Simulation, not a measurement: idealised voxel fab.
process module | voxel capacitor over wiring
cross-section cut | 290 nm wide | cells 5 nm
A cross-section is a grid of square cells, given in bands from the top down. A band is one or more rows of cells.
Each band's line starts with the height of the band's top and of its bottom, in nm. Then come its materials from left to right, each with its width in nm. One material with "throughout" fills the band from edge to edge. "air" is empty space.
Height 0 is the level under which the wafer as received is all one material. The lowest band goes on downwards, as in "0 down".
A width such as "30 to 40" changes by the same amount from each row of cells to the next, from the band's top row to its bottom row.
"no change" after a step means that no cell of the cross-section changed.
closed voids: empty space of 8 cells or more with no open way to the top, each as width x height at its distance from the left edge, in nm
after a step's settings: what the simulator itself notes on the step
overlay nm, on a step with a mask: how far to the right of its planned place the mask lay; to the left if negative
plan
1 op RECEIVE | material Si
2 op CONFORMAL_DEP | material SiO2 | thk nm 15
3 op DIRECTIONAL_DEP | material TiN | thk nm 5
4 op DIRECTIONAL_DEP | material Ru | thk nm 20
5 op DIRECTIONAL_DEP | material aC | thk nm 15
6 op PATTERN | tone cover | mask id METAL_1 | material resist | width nm 30 | pitch nm 95 | thk nm 35 | overlay nm 0
7 op DIRECTIONAL_ETCH | etch materials aC | depth nm 15
8 op STRIP | etch materials resist
9 op DIRECTIONAL_ETCH | etch materials Ru | depth nm 20
10 op DIRECTIONAL_ETCH | etch materials TiN | depth nm 5
11 op STRIP | etch materials aC
12 op FILL_DEP | material lowk | thk nm 5
13 op CMP | height nm 40
14 op CONFORMAL_DEP | material SiCN | thk nm 5
15 op DIRECTIONAL_DEP | material SiO2 | thk nm 15
16 op DIRECTIONAL_DEP | material aC | thk nm 10
17 op PATTERN | tone open | mask id PLUG_1 | material resist | width nm 15 | thk nm 25 | overlay nm 0
18 op DIRECTIONAL_ETCH | etch materials aC | depth nm 10
19 op STRIP | etch materials resist
20 op DIRECTIONAL_ETCH | etch materials SiO2 | depth nm 15
21 op DIRECTIONAL_ETCH | etch materials SiCN | depth nm 5
22 op STRIP | etch materials aC
23 op CONFORMAL_DEP | material TiN | thk nm 5
24 op FILL_DEP | material Cu | thk nm 10
25 op CMP | height nm 60
26 op DIRECTIONAL_DEP | material TiN | thk nm 10
27 op DIRECTIONAL_DEP | material Al2O3 | thk nm 5
28 op DIRECTIONAL_DEP | material TiN | thk nm 10
29 op PATTERN | tone cover | mask id UPPER_PLATE | material resist | width nm 70 | thk nm 15 | overlay nm 0
30 op DIRECTIONAL_ETCH | etch materials TiN | depth nm 10
31 op DIRECTIONAL_ETCH | etch materials Al2O3 | depth nm 5
32 op STRIP | etch materials resist
33 op MASKED_ETCH | tone cover | mask id LOWER_PLATE | width nm 80 | etch materials TiN | depth nm 10 | overlay nm 0
34 op FILL_DEP | material SiO2 | thk nm 20
35 op CMP | height nm 100
36 op MASKED_ETCH | tone open | mask id PLUG_2 | width nm 15 | etch materials SiO2 | depth nm 15 | overlay nm 0
37 op CONFORMAL_DEP | material TiN | thk nm 5
38 op FILL_DEP | material W | thk nm 10
39 op CMP | height nm 100
40 op CONFORMAL_DEP | material SiN | thk nm 5
as received, after step 1
  0 down: Si throughout
  closed voids: none
first wafer at the end, as planned
  105 to 100: SiN throughout
  100 to 90: SiO2 105 | TiN 5 | W 5 | TiN 5 | SiO2 170
  90 to 85: SiO2 105 | TiN 15 | SiO2 170
  85 to 75: SiO2 95 | TiN 70 | SiO2 125
  75 to 70: SiO2 95 | Al2O3 70 | SiO2 125
  70 to 60: SiO2 90 | TiN 80 | SiO2 120
  60 to 45: SiO2 95 | TiN 5 | Cu 5 | TiN 5 | SiO2 180
  45 to 40: SiCN 95 | TiN 15 | SiCN 180
  40 to 20: lowk 80 | Ru 30 | lowk 65 | Ru 30 | lowk 85
  20 to 15: lowk 80 | TiN 30 | lowk 65 | TiN 30 | lowk 85
  15 to 0: SiO2 throughout
  0 down: Si throughout
  closed voids: none
second wafer at the end: like start, like plan, one mistake
  105 to 100: SiN throughout
  100 to 90: SiO2 105 | TiN 5 | W 5 | TiN 5 | SiO2 170
  90 to 85: SiO2 105 | TiN 15 | SiO2 170
  85 to 75: SiO2 95 | TiN 75 | SiO2 120
  75 to 70: SiO2 95 | Al2O3 75 | SiO2 120
  70 to 60: SiO2 90 | TiN 80 | SiO2 120
  60 to 45: SiO2 95 | TiN 5 | Cu 5 | TiN 5 | SiO2 180
  45 to 40: SiCN 95 | TiN 15 | SiCN 180
  40 to 20: lowk 80 | Ru 30 | lowk 65 | Ru 30 | lowk 85
  20 to 15: lowk 80 | TiN 30 | lowk 65 | TiN 30 | lowk 85
  15 to 0: SiO2 throughout
  0 down: Si throughout
  closed voids: none
what went wrong: step 29 ran as: op PATTERN | tone cover | mask id UPPER_PLATE | material resist | width nm 75 | thk nm 15 | overlay nm 0
at the end the second wafer has, in cells: 1 more of Al2O3 | 3 fewer of SiO2 | 2 more of TiN
